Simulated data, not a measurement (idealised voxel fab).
You're looking at the process module voxel gate over fins.
Pictured: cross-section cut, 280 nm wide, on a grid of 5 nm square cells.
Just so we're on the same page, the cross-sections are grids of square cells, and they're listed out in bands top to bottom, each band one or more rows deep.
A band entry consists of two parts. The first gives the height of the band's top and the height of its bottom, in nm. The rest lists the band's materials from left to right, each with its width in nm. A single material labelled with the word "edge to edge" fills the band from edge to edge, and the word "air" marks empty space.
Counting heights begins at 0, where everything beneath is, in the wafer as received, one material. The lowest band has no bottom; it goes on downwards, as "top 0, no bottom" shows.
A width such as "30..40" changes by the same amount from each row of cells to the next, from the band's top row to its bottom row.
The cross-section has no changed cell in any step marked "no change occurred".
"Completely sealed voids" enumerates empty spaces isolated from the top, with no open way to it, that contain at least 8 cells, giving each as width x height at distance from the left edge, all three in nm.
Past the settings on a step's line: simulator remark, on that step.
When a step includes a mask, the "overlay nm" setting on its line states how far to the right of its planned place that mask lay, and negative values state how far to the left.
So here's the lineup of process steps we planned
1) op RECEIVE | material Si
2) op CONFORMAL_DEP | material SiN | thk nm 5
3) op PATTERN | tone cover | mask id FINS | material resist | width nm 15 | pitch nm 35 | thk nm 15 | overlay nm 0
4) op DIRECTIONAL_ETCH | etch materials SiN | depth nm 5
5) op DIRECTIONAL_ETCH | etch materials Si | depth nm 40
6) op STRIP | etch materials resist
7) op OXIDIZE | depth nm 5
8) op FILL_DEP | material SiO2 | thk nm 15
9) op CMP | height nm 5
10) op SELECTIVE_ETCH | etch materials SiO2 | depth nm 15
11) op STRIP | etch materials SiN
12) op CONFORMAL_DEP | material HfO2 | thk nm 5
13) op CONFORMAL_DEP | material TiN | thk nm 5
14) op CONFORMAL_DEP | material TiAl | thk nm 5
15) op CONFORMAL_DEP | material TiN | thk nm 5
16) op FILL_DEP | material W | thk nm 10
17) op CMP | height nm 25
18) op CONFORMAL_DEP | material SiN | thk nm 10
The first of a set of two wafers, run to plan
Cross-section of the wafer as it came to us, i.e., already through step 1
  top 0, no bottom: Si edge to edge
  Completely sealed voids: none
The wafer, seen in cross-section, after step 2
  top 5, bottom 0: SiN edge to edge
  below 0: unchanged
The wafer, seen in cross-section, after step 3
  top 20, bottom 5: 95 nm air | 15 nm resist | 20 nm air | 15 nm resist | 20 nm air | 15 nm resist | 100 nm air
  below 5: unchanged
The wafer, seen in cross-section, after step 4
  top 20, bottom 5: 95 nm air | 15 nm resist | 20 nm air | 15 nm resist | 20 nm air | 15 nm resist | 100 nm air
  top 5, bottom 0: 95 nm air | 15 nm SiN | 20 nm air | 15 nm SiN | 20 nm air | 15 nm SiN | 100 nm air
  below 0: unchanged
The wafer, seen in cross-section, after step 5
  top 20, bottom 5: 95 nm air | 15 nm resist | 20 nm air | 15 nm resist | 20 nm air | 15 nm resist | 100 nm air
  top 5, bottom 0: 95 nm air | 15 nm SiN | 20 nm air | 15 nm SiN | 20 nm air | 15 nm SiN | 100 nm air
  top 0, bottom -40: 95 nm air | 15 nm Si | 20 nm air | 15 nm Si | 20 nm air | 15 nm Si | 100 nm air
  below -40: unchanged
The wafer, seen in cross-section, after step 6
  top 5, bottom 0: 95 nm air | 15 nm SiN | 20 nm air | 15 nm SiN | 20 nm air | 15 nm SiN | 100 nm air
  below 0: unchanged
The wafer, seen in cross-section, after step 7
  top 5, bottom 0: 95 nm air | 15 nm SiN | 20 nm air | 15 nm SiN | 20 nm air | 15 nm SiN | 100 nm air
  top 0, bottom -40: 95 nm air | 5 nm SiO2 | 5 nm Si | 5 nm SiO2 | 20 nm air | 5 nm SiO2 | 5 nm Si | 5 nm SiO2 | 20 nm air | 5 nm SiO2 | 5 nm Si | 5 nm SiO2 | 100 nm air
  top -40, bottom -45: 100 nm SiO2 | 5 nm Si | 30 nm SiO2 | 5 nm Si | 30 nm SiO2 | 5 nm Si | 105 nm SiO2
  below -45: unchanged
The wafer, seen in cross-section, after step 8
  top 20, bottom 5: SiO2 edge to edge
  top 5, bottom 0: 95 nm SiO2 | 15 nm SiN | 20 nm SiO2 | 15 nm SiN | 20 nm SiO2 | 15 nm SiN | 100 nm SiO2
  top 0, bottom -45: 100 nm SiO2 | 5 nm Si | 30 nm SiO2 | 5 nm Si | 30 nm SiO2 | 5 nm Si | 105 nm SiO2
  below -45: unchanged
The wafer, seen in cross-section, after step 9
  top 5, bottom 0: 95 nm SiO2 | 15 nm SiN | 20 nm SiO2 | 15 nm SiN | 20 nm SiO2 | 15 nm SiN | 100 nm SiO2
  below 0: unchanged
The wafer, seen in cross-section, after step 10
  top 5, bottom 0: 95 nm air | 15 nm SiN | 20 nm air | 15 nm SiN | 20 nm air | 15 nm SiN | 100 nm air
  top 0, bottom -10: 100 nm air | 5 nm Si | 30 nm air | 5 nm Si | 30 nm air | 5 nm Si | 105 nm air
  below -10: unchanged
The wafer, seen in cross-section, after step 11
  top 0, bottom -10: 100 nm air | 5 nm Si | 30 nm air | 5 nm Si | 30 nm air | 5 nm Si | 105 nm air
  below -10: unchanged
The wafer, seen in cross-section, after step 12
  top 5, bottom 0: 95 nm air | 15 nm HfO2 | 20 nm air | 15 nm HfO2 | 20 nm air | 15 nm HfO2 | 100 nm air
  top 0, bottom -5: 95 nm air | 5 nm HfO2 | 5 nm Si | 5 nm HfO2 | 20 nm air | 5 nm HfO2 | 5 nm Si | 5 nm HfO2 | 20 nm air | 5 nm HfO2 | 5 nm Si | 5 nm HfO2 | 100 nm air
  top -5, bottom -10: 100 nm HfO2 | 5 nm Si | 30 nm HfO2 | 5 nm Si | 30 nm HfO2 | 5 nm Si | 105 nm HfO2
  below -10: unchanged
The wafer, seen in cross-section, after step 13
  top 10, bottom 5: 90 nm air | 25 nm TiN | 10 nm air | 25 nm TiN | 10 nm air | 25 nm TiN | 95 nm air
  top 5, bottom 0: 90 nm air | 5 nm TiN | 15 nm HfO2 | 5 nm TiN | 10 nm air | 5 nm TiN | 15 nm HfO2 | 5 nm TiN | 10 nm air | 5 nm TiN | 15 nm HfO2 | 5 nm TiN | 95 nm air
  top 0, bottom -5: 95 nm TiN | 5 nm HfO2 | 5 nm Si | 5 nm HfO2 | 20 nm TiN | 5 nm HfO2 | 5 nm Si | 5 nm HfO2 | 20 nm TiN | 5 nm HfO2 | 5 nm Si | 5 nm HfO2 | 100 nm TiN
  below -5: unchanged
The wafer, seen in cross-section, after step 14
  top 15, bottom 10: 85 nm air | 105 nm TiAl | 90 nm air
  top 10, bottom 5: 85 nm air | 5 nm TiAl | 25 nm TiN | 10 nm TiAl | 25 nm TiN | 10 nm TiAl | 25 nm TiN | 5 nm TiAl | 90 nm air
  top 5, bottom 0: 90 nm TiAl | 5 nm TiN | 15 nm HfO2 | 5 nm TiN | 10 nm TiAl | 5 nm TiN | 15 nm HfO2 | 5 nm TiN | 10 nm TiAl | 5 nm TiN | 15 nm HfO2 | 5 nm TiN | 95 nm TiAl
  below 0: unchanged
The wafer, seen in cross-section, after step 15
  top 20, bottom 15: 80 nm air | 115 nm TiN | 85 nm air
  top 15, bottom 10: 80 nm air | 5 nm TiN | 105 nm TiAl | 5 nm TiN | 85 nm air
  top 10, bottom 5: 85 nm TiN | 5 nm TiAl | 25 nm TiN | 10 nm TiAl | 25 nm TiN | 10 nm TiAl | 25 nm TiN | 5 nm TiAl | 90 nm TiN
  below 5: unchanged
The wafer, seen in cross-section, after step 16
  top 30, bottom 20: W edge to edge
  top 20, bottom 15: 80 nm W | 115 nm TiN | 85 nm W
  top 15, bottom 10: 80 nm W | 5 nm TiN | 105 nm TiAl | 5 nm TiN | 85 nm W
  below 10: unchanged
The wafer, seen in cross-section, after step 17
  top 25, bottom 20: W edge to edge
  below 20: unchanged
The wafer, seen in cross-section, after step 18
  top 35, bottom 25: SiN edge to edge
  below 25: unchanged
It is to be noted that the second wafer proceeded from the same initial state and according to the same plan as the first, although one mistake was committed in its execution; through step 2, inclusive, the two wafers share an identical history
Cross-sectional view of the second wafer at the intended end time of process step 3
  top 20, bottom 5: 95 nm resist | 15 nm air | 20 nm resist | 15 nm air | 20 nm resist | 15 nm air | 100 nm resist
  below 5: unchanged
Cross-sectional view of the second wafer at the intended end time of process step 4
  top 20, bottom 5: 95 nm resist | 15 nm air | 20 nm resist | 15 nm air | 20 nm resist | 15 nm air | 100 nm resist
  top 5, bottom 0: 95 nm SiN | 15 nm air | 20 nm SiN | 15 nm air | 20 nm SiN | 15 nm air | 100 nm SiN
  below 0: unchanged
Cross-sectional view of the second wafer at the intended end time of process step 5
  top 20, bottom 5: 95 nm resist | 15 nm air | 20 nm resist | 15 nm air | 20 nm resist | 15 nm air | 100 nm resist
  top 5, bottom 0: 95 nm SiN | 15 nm air | 20 nm SiN | 15 nm air | 20 nm SiN | 15 nm air | 100 nm SiN
  top 0, bottom -40: 95 nm Si | 15 nm air | 20 nm Si | 15 nm air | 20 nm Si | 15 nm air | 100 nm Si
  below -40: unchanged
Cross-sectional view of the second wafer at the intended end time of process step 6
  top 5, bottom 0: 95 nm SiN | 15 nm air | 20 nm SiN | 15 nm air | 20 nm SiN | 15 nm air | 100 nm SiN
  below 0: unchanged
Cross-sectional view of the second wafer at the intended end time of process step 7
  top 5, bottom 0: 95 nm SiN | 15 nm air | 20 nm SiN | 15 nm air | 20 nm SiN | 15 nm air | 100 nm SiN
  top 0, bottom -40: 90 nm Si | 5 nm SiO2 | 15 nm air | 5 nm SiO2 | 10 nm Si | 5 nm SiO2 | 15 nm air | 5 nm SiO2 | 10 nm Si | 5 nm SiO2 | 15 nm air | 5 nm SiO2 | 95 nm Si
  top -40, bottom -45: 90 nm Si | 25 nm SiO2 | 10 nm Si | 25 nm SiO2 | 10 nm Si | 25 nm SiO2 | 95 nm Si
  below -45: unchanged
Cross-sectional view of the second wafer at the intended end time of process step 8
  top 20, bottom 5: SiO2 edge to edge
  top 5, bottom 0: 95 nm SiN | 15 nm SiO2 | 20 nm SiN | 15 nm SiO2 | 20 nm SiN | 15 nm SiO2 | 100 nm SiN
  top 0, bottom -45: 90 nm Si | 25 nm SiO2 | 10 nm Si | 25 nm SiO2 | 10 nm Si | 25 nm SiO2 | 95 nm Si
  below -45: unchanged
Cross-sectional view of the second wafer at the intended end time of process step 9
  top 5, bottom 0: 95 nm SiN | 15 nm SiO2 | 20 nm SiN | 15 nm SiO2 | 20 nm SiN | 15 nm SiO2 | 100 nm SiN
  below 0: unchanged
Cross-sectional view of the second wafer at the intended end time of process step 10
  top 5, bottom 0: 95 nm SiN | 15 nm air | 20 nm SiN | 15 nm air | 20 nm SiN | 15 nm air | 100 nm SiN
  top 0, bottom -10: 90 nm Si | 25 nm air | 10 nm Si | 25 nm air | 10 nm Si | 25 nm air | 95 nm Si
  below -10: unchanged
Cross-sectional view of the second wafer at the intended end time of process step 11
  top 0, bottom -10: 90 nm Si | 25 nm air | 10 nm Si | 25 nm air | 10 nm Si | 25 nm air | 95 nm Si
  below -10: unchanged
Cross-sectional view of the second wafer at the intended end time of process step 12
  top 5, bottom 0: 95 nm HfO2 | 15 nm air | 20 nm HfO2 | 15 nm air | 20 nm HfO2 | 15 nm air | 100 nm HfO2
  top 0, bottom -5: 90 nm Si | 5 nm HfO2 | 15 nm air | 5 nm HfO2 | 10 nm Si | 5 nm HfO2 | 15 nm air | 5 nm HfO2 | 10 nm Si | 5 nm HfO2 | 15 nm air | 5 nm HfO2 | 95 nm Si
  top -5, bottom -10: 90 nm Si | 25 nm HfO2 | 10 nm Si | 25 nm HfO2 | 10 nm Si | 25 nm HfO2 | 95 nm Si
  below -10: unchanged
Cross-sectional view of the second wafer at the intended end time of process step 13
  top 10, bottom 5: 100 nm TiN | 5 nm air | 30 nm TiN | 5 nm air | 30 nm TiN | 5 nm air | 105 nm TiN
  top 5, bottom 0: 95 nm HfO2 | 5 nm TiN | 5 nm air | 5 nm TiN | 20 nm HfO2 | 5 nm TiN | 5 nm air | 5 nm TiN | 20 nm HfO2 | 5 nm TiN | 5 nm air | 5 nm TiN | 100 nm HfO2
  top 0, bottom -5: 90 nm Si | 5 nm HfO2 | 15 nm TiN | 5 nm HfO2 | 10 nm Si | 5 nm HfO2 | 15 nm TiN | 5 nm HfO2 | 10 nm Si | 5 nm HfO2 | 15 nm TiN | 5 nm HfO2 | 95 nm Si
  below -5: unchanged
Cross-sectional view of the second wafer at the intended end time of process step 14
  top 15, bottom 10: TiAl edge to edge
  top 10, bottom 5: 100 nm TiN | 5 nm TiAl | 30 nm TiN | 5 nm TiAl | 30 nm TiN | 5 nm TiAl | 105 nm TiN
  top 5, bottom 0: 95 nm HfO2 | 5 nm TiN | 5 nm TiAl | 5 nm TiN | 20 nm HfO2 | 5 nm TiN | 5 nm TiAl | 5 nm TiN | 20 nm HfO2 | 5 nm TiN | 5 nm TiAl | 5 nm TiN | 100 nm HfO2
  below 0: unchanged
Cross-sectional view of the second wafer at the intended end time of process step 15
  top 20, bottom 15: TiN edge to edge
  below 15: unchanged
Cross-sectional view of the second wafer at the intended end time of process step 16
  top 30, bottom 20: W edge to edge
  below 20: unchanged
Cross-sectional view of the second wafer at the intended end time of process step 17
  top 25, bottom 20: W edge to edge
  below 20: unchanged
Cross-sectional view of the second wafer at the intended end time of process step 18
  top 35, bottom 25: SiN edge to edge
  below 25: unchanged
Misprocessing identified: step 3 was not run as planned; what actually ran was op PATTERN | tone open | mask id FINS | material resist | width nm 15 | pitch nm 35 | thk nm 15 | overlay nm 0
Bottom line after processing is that, in cells, the second wafer is up or down on some materials versus the first: +342 Si, -266 SiO2, -6 TiAl, -4 TiN, -66 W
